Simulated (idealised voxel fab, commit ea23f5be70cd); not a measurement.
process module | voxel self aligned vias
cross-section cut | 170 nm wide | cells 5 nm
A cross-section is a grid of square cells, given in bands from the top down. A band is one or more rows of cells.
Each band's line starts with the height of the band's top and of its bottom, in nm. Then come its materials from left to right, each with its width in nm. One material with "throughout" fills the band from edge to edge. "air" is empty space.
Height 0 is the level under which the wafer as received is all one material. The lowest band goes on downwards, as in "0 down".
A width such as "30 to 40" changes by the same amount from each row of cells to the next, from the band's top row to its bottom row.
"no change" after a step means that no cell of the cross-section changed.
closed voids: empty space of 8 cells or more with no open way to the top, each as width x height at its distance from the left edge, in nm
after a step's settings: what the simulator itself notes on the step
overlay nm, on a step with a mask: how far to the right of its planned place the mask lay; to the left if negative
plan
1 op RECEIVE | material Si
2 op CONFORMAL_DEP | material SiO2 | thk nm 15
3 op CONFORMAL_DEP | material SiCN | thk nm 5
4 op DIRECTIONAL_DEP | material lowk | thk nm 30
5 op MASKED_ETCH | tone open | mask id LINES | width nm 20 | pitch nm 50 | etch materials lowk | depth nm 30 | overlay nm 0
6 op CONFORMAL_DEP | material TiN | thk nm 5
7 op FILL_DEP | material Ru | thk nm 10
8 op CMP | height nm 50
9 op SELECTIVE_ETCH | etch materials W Ru TiN | depth nm 5
10 op FILL_DEP | material SiN | thk nm 10
11 op CMP | height nm 50
12 op DIRECTIONAL_DEP | material lowk | thk nm 15
13 op MASKED_ETCH | tone open | mask id VIAS | width nm 30 | pitch nm 50 | etch materials lowk | depth nm 15 | overlay nm 0
14 op MASKED_ETCH | tone open | mask id VIAS | width nm 30 | pitch nm 50 | etch materials SiN | depth nm 5 | overlay nm 0
15 op CONFORMAL_DEP | material TiN | thk nm 5
16 op FILL_DEP | material Cu | thk nm 5
17 op CMP | height nm 65
18 op CONFORMAL_DEP | material SiN | thk nm 5
as received, after step 1
  0 down: Si throughout
  closed voids: none
a wafer at the end: this start, this plan, one mistake
  70 to 65: SiN throughout
  65 to 55: lowk 45 | TiN 5 | Cu 20 | TiN 5 | lowk 20 | TiN 5 | Cu 20 | TiN 5 | lowk 45
  55 to 50: lowk 45 | TiN 10 | Cu 5 | TiN 15 | lowk 20 | TiN 10 | Cu 5 | TiN 15 | lowk 45
  50 to 45: lowk 50 | TiN 15 | SiN 5 | lowk 30 | TiN 15 | SiN 5 | lowk 50
  45 to 25: lowk 50 | TiN 5 | Ru 10 | TiN 5 | lowk 30 | TiN 5 | Ru 10 | TiN 5 | lowk 50
  25 to 20: lowk 50 | TiN 20 | lowk 30 | TiN 20 | lowk 50
  20 to 15: SiCN throughout
  15 to 0: SiO2 throughout
  0 down: Si throughout
  closed voids: none
what went wrong: step 14 ran as: op MASKED_ETCH | tone open | mask id VIAS | width nm 30 | pitch nm 50 | etch materials SiN | depth nm 5 | overlay nm -10
